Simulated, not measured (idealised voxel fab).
The document below concerns the process module designated voxel self aligned contacts.
In the cross-section labelled cut, the width is 170 nm and each square cell is 5 nm.
For the purposes of this document, a cross-section shall be understood as a grid of square cells, specified as bands listed in top-to-bottom order, each band consisting of one or more rows of cells.
Heights first: top, then bottom, in nm. Then materials, left to right, each with a width in nm. "full width" on a single material: fills the band edge to edge. "air": empty space.
Note: height 0 marks the level under which the wafer is uniformly one material as received. Lowest band unbounded below, written "0 and below".
You'd read "30..40" like this: the band's top row of cells is as wide as the first number, its bottom row is as wide as the second, and going down, every row changes width by the same amount as the row before did.
"all unchanged" -> step changed no cross-section cell.
Empty spaces counting at least 8 cells and having no open way to the top are listed in "Catalogued sealed voids". The notation width x height at distance is used for each, the distance being from the left edge and all three values in nm.
after a step's settings: what the simulator itself notes on the step
The setting "overlay nm" may be written on the line of a step. When the step uses a mask, the value reports how far to the right of the planned place the mask lay, and a negative value reports that it lay to the left.
# Planned process steps
1 RECEIVE | material Si
2 CONFORMAL_DEP | material SiO2 | thk nm 5
3 DIRECTIONAL_DEP | material polySi | thk nm 25
4 DIRECTIONAL_DEP | material SiN | thk nm 20
5 PATTERN | tone cover | mask id GATE | material resist | width nm 35 | pitch nm 70 | thk nm 15 | overlay nm 0
6 DIRECTIONAL_ETCH | etch materials SiN | depth nm 20
7 DIRECTIONAL_ETCH | etch materials polySi | depth nm 25
8 STRIP | etch materials resist
9 CONFORMAL_DEP | material SiN | thk nm 10
10 DIRECTIONAL_ETCH | etch materials SiN | depth nm 10
11 FILL_DEP | material SiO2 | thk nm 20
12 CMP | height nm 60
13 PATTERN | tone open | mask id CONTACT | material resist | width nm 55 | thk nm 15 | overlay nm 0
14 DIRECTIONAL_ETCH | etch materials SiO2 | depth nm 60
15 STRIP | etch materials resist
16 CONFORMAL_DEP | material TiN | thk nm 5
17 FILL_DEP | material Ru | thk nm 10
18 CMP | height nm 60
19 CONFORMAL_DEP | material SiCN | thk nm 5
# First of two wafers: run as planned
# Wafer at receipt (post step 1), cross-section
	0 and below | Si full width
	Catalogued sealed voids: none
# After step 2: wafer cross-section
	5 down to 0 | SiO2 full width
	Heights below 0 show no change.
# After step 3: wafer cross-section
	30 down to 5 | polySi full width
	Heights below 5 show no change.
# After step 4: wafer cross-section
	50 down to 30 | SiN full width
	Heights below 30 show no change.
# After step 5: wafer cross-section
	65 down to 50 | air (30), then resist (35), then air (35), then resist (35), then air (35)
	Heights below 50 show no change.
# After step 6: wafer cross-section
	65 down to 50 | air (30), then resist (35), then air (35), then resist (35), then air (35)
	50 down to 30 | air (30), then SiN (35), then air (35), then SiN (35), then air (35)
	Heights below 30 show no change.
# After step 7: wafer cross-section
	65 down to 50 | air (30), then resist (35), then air (35), then resist (35), then air (35)
	50 down to 30 | air (30), then SiN (35), then air (35), then SiN (35), then air (35)
	30 down to 5 | air (30), then polySi (35), then air (35), then polySi (35), then air (35)
	Heights below 5 show no change.
# After step 8: wafer cross-section
	50 down to 30 | air (30), then SiN (35), then air (35), then SiN (35), then air (35)
	Heights below 30 show no change.
# After step 9: wafer cross-section
	60 down to 30 | air (20), then SiN (55), then air (15), then SiN (55), then air (25)
	30 down to 15 | air (20), then SiN (10), then polySi (35), then SiN (10), then air (15), then SiN (10), then polySi (35), then SiN (10), then air (25)
	15 down to 5 | SiN (30), then polySi (35), then SiN (35), then polySi (35), then SiN (35)
	Heights below 5 show no change.
# After step 10: wafer cross-section
	50 down to 30 | air (20), then SiN (55), then air (15), then SiN (55), then air (25)
	30 down to 5 | air (20), then SiN (10), then polySi (35), then SiN (10), then air (15), then SiN (10), then polySi (35), then SiN (10), then air (25)
	Heights below 5 show no change.
# After step 11: wafer cross-section
	70 down to 50 | SiO2 full width
	50 down to 30 | SiO2 (20), then SiN (55), then SiO2 (15), then SiN (55), then SiO2 (25)
	30 down to 5 | SiO2 (20), then SiN (10), then polySi (35), then SiN (10), then SiO2 (15), then SiN (10), then polySi (35), then SiN (10), then SiO2 (25)
	Heights below 5 show no change.
# After step 12: wafer cross-section
	60 down to 50 | SiO2 full width
	Heights below 50 show no change.
# After step 13: wafer cross-section
	75 down to 60 | resist (55), then air (55), then resist (60)
	Heights below 60 show no change.
# After step 14: wafer cross-section
	75 down to 60 | resist (55), then air (55), then resist (60)
	60 down to 50 | SiO2 (55), then air (55), then SiO2 (60)
	50 down to 30 | SiO2 (20), then SiN (55), then air (15), then SiN (55), then SiO2 (25)
	30 down to 5 | SiO2 (20), then SiN (10), then polySi (35), then SiN (10), then air (15), then SiN (10), then polySi (35), then SiN (10), then SiO2 (25)
	5 down to 0 | SiO2 (75), then air (15), then SiO2 (80)
	Heights below 0 show no change.
# After step 15: wafer cross-section
	60 down to 50 | SiO2 (55), then air (55), then SiO2 (60)
	Heights below 50 show no change.
# After step 16: wafer cross-section
	65 down to 60 | TiN (60), then air (45), then TiN (65)
	60 down to 50 | SiO2 (55), then TiN (5..25), then air (45..5), then TiN (5..25), then SiO2 (60)
	50 down to 30 | SiO2 (20), then SiN (55), then TiN (5), then air (5), then TiN (5), then SiN (55), then SiO2 (25)
	30 down to 5 | SiO2 (20), then SiN (10), then polySi (35), then SiN (10), then TiN (5), then air (5), then TiN (5), then SiN (10), then polySi (35), then SiN (10), then SiO2 (25)
	5 down to 0 | SiO2 (75), then TiN (15), then SiO2 (80)
	Heights below 0 show no change.
# After step 17: wafer cross-section
	75 down to 65 | Ru full width
	65 down to 60 | TiN (60), then Ru (45), then TiN (65)
	60 down to 50 | SiO2 (55), then TiN (5..25), then Ru (45..5), then TiN (5..25), then SiO2 (60)
	50 down to 30 | SiO2 (20), then SiN (55), then TiN (5), then Ru (5), then TiN (5), then SiN (55), then SiO2 (25)
	30 down to 5 | SiO2 (20), then SiN (10), then polySi (35), then SiN (10), then TiN (5), then Ru (5), then TiN (5), then SiN (10), then polySi (35), then SiN (10), then SiO2 (25)
	Heights below 5 show no change.
# After step 18: wafer cross-section
	60 down to 50 | SiO2 (55), then TiN (5..25), then Ru (45..5), then TiN (5..25), then SiO2 (60)
	Heights below 50 show no change.
# After step 19: wafer cross-section
	65 down to 60 | SiCN full width
	Heights below 60 show no change.
# Companion wafer, the second of two: same beginning, same intended sequence, one mistake in carrying it out; through step 2 inclusive it tracks the first exactly
# What the second wafer looks like in cross-section when step 3 should have wrapped up
	55 down to 5 | polySi full width
	Heights below 5 show no change.
# What the second wafer looks like in cross-section when step 4 should have wrapped up
	75 down to 55 | SiN full width
	Heights below 55 show no change.
# What the second wafer looks like in cross-section when step 5 should have wrapped up
	90 down to 75 | air (30), then resist (35), then air (35), then resist (35), then air (35)
	Heights below 75 show no change.
# What the second wafer looks like in cross-section when step 6 should have wrapped up
	90 down to 75 | air (30), then resist (35), then air (35), then resist (35), then air (35)
	75 down to 55 | air (30), then SiN (35), then air (35), then SiN (35), then air (35)
	Heights below 55 show no change.
# What the second wafer looks like in cross-section when step 7 should have wrapped up
	90 down to 75 | air (30), then resist (35), then air (35), then resist (35), then air (35)
	75 down to 55 | air (30), then SiN (35), then air (35), then SiN (35), then air (35)
	55 down to 30 | air (30), then polySi (35), then air (35), then polySi (35), then air (35)
	Heights below 30 show no change.
# What the second wafer looks like in cross-section when step 8 should have wrapped up
	75 down to 55 | air (30), then SiN (35), then air (35), then SiN (35), then air (35)
	Heights below 55 show no change.
# What the second wafer looks like in cross-section when step 9 should have wrapped up
	85 down to 55 | air (20), then SiN (55), then air (15), then SiN (55), then air (25)
	55 down to 40 | air (20), then SiN (10), then polySi (35), then SiN (10), then air (15), then SiN (10), then polySi (35), then SiN (10), then air (25)
	40 down to 30 | SiN (30), then polySi (35), then SiN (35), then polySi (35), then SiN (35)
	Heights below 30 show no change.
# What the second wafer looks like in cross-section when step 10 should have wrapped up
	75 down to 55 | air (20), then SiN (55), then air (15), then SiN (55), then air (25)
	55 down to 30 | air (20), then SiN (10), then polySi (35), then SiN (10), then air (15), then SiN (10), then polySi (35), then SiN (10), then air (25)
	Heights below 30 show no change.
# What the second wafer looks like in cross-section when step 11 should have wrapped up
	95 down to 75 | SiO2 full width
	75 down to 55 | SiO2 (20), then SiN (55), then SiO2 (15), then SiN (55), then SiO2 (25)
	55 down to 30 | SiO2 (20), then SiN (10), then polySi (35), then SiN (10), then SiO2 (15), then SiN (10), then polySi (35), then SiN (10), then SiO2 (25)
	Heights below 30 show no change.
# What the second wafer looks like in cross-section when step 12 should have wrapped up
	60 down to 55 | SiO2 (20), then SiN (55), then SiO2 (15), then SiN (55), then SiO2 (25)
	Heights below 55 show no change.
# What the second wafer looks like in cross-section when step 13 should have wrapped up
	75 down to 60 | resist (55), then air (55), then resist (60)
	Heights below 60 show no change.
# What the second wafer looks like in cross-section when step 14 should have wrapped up
	75 down to 60 | resist (55), then air (55), then resist (60)
	60 down to 55 | SiO2 (20), then SiN (55), then air (15), then SiN (55), then SiO2 (25)
	55 down to 30 | SiO2 (20), then SiN (10), then polySi (35), then SiN (10), then air (15), then SiN (10), then polySi (35), then SiN (10), then SiO2 (25)
	Heights below 30 show no change.
# What the second wafer looks like in cross-section when step 15 should have wrapped up
	60 down to 55 | SiO2 (20), then SiN (55), then air (15), then SiN (55), then SiO2 (25)
	Heights below 55 show no change.
# What the second wafer looks like in cross-section when step 16 should have wrapped up
	65 down to 60 | TiN (80), then air (5), then TiN (85)
	60 down to 55 | SiO2 (20), then SiN (55), then TiN (5), then air (5), then TiN (5), then SiN (55), then SiO2 (25)
	55 down to 35 | SiO2 (20), then SiN (10), then polySi (35), then SiN (10), then TiN (5), then air (5), then TiN (5), then SiN (10), then polySi (35), then SiN (10), then SiO2 (25)
	35 down to 30 | SiO2 (20), then SiN (10), then polySi (35), then SiN (10), then TiN (15), then SiN (10), then polySi (35), then SiN (10), then SiO2 (25)
	Heights below 30 show no change.
# What the second wafer looks like in cross-section when step 17 should have wrapped up
	75 down to 65 | Ru full width
	65 down to 60 | TiN (80), then Ru (5), then TiN (85)
	60 down to 55 | SiO2 (20), then SiN (55), then TiN (5), then Ru (5), then TiN (5), then SiN (55), then SiO2 (25)
	55 down to 35 | SiO2 (20), then SiN (10), then polySi (35), then SiN (10), then TiN (5), then Ru (5), then TiN (5), then SiN (10), then polySi (35), then SiN (10), then SiO2 (25)
	Heights below 35 show no change.
# What the second wafer looks like in cross-section when step 18 should have wrapped up
	60 down to 55 | SiO2 (20), then SiN (55), then TiN (5), then Ru (5), then TiN (5), then SiN (55), then SiO2 (25)
	Heights below 55 show no change.
# What the second wafer looks like in cross-section when step 19 should have wrapped up
	65 down to 60 | SiCN full width
	Heights below 60 show no change.
Against the plan, the run slipped here: the plan had its step 3 run twice
Final difference in cells, second wafer against first, listed per material as more or fewer: Ru -14, SiN -66, SiO2 -70, TiN -20, polySi +170
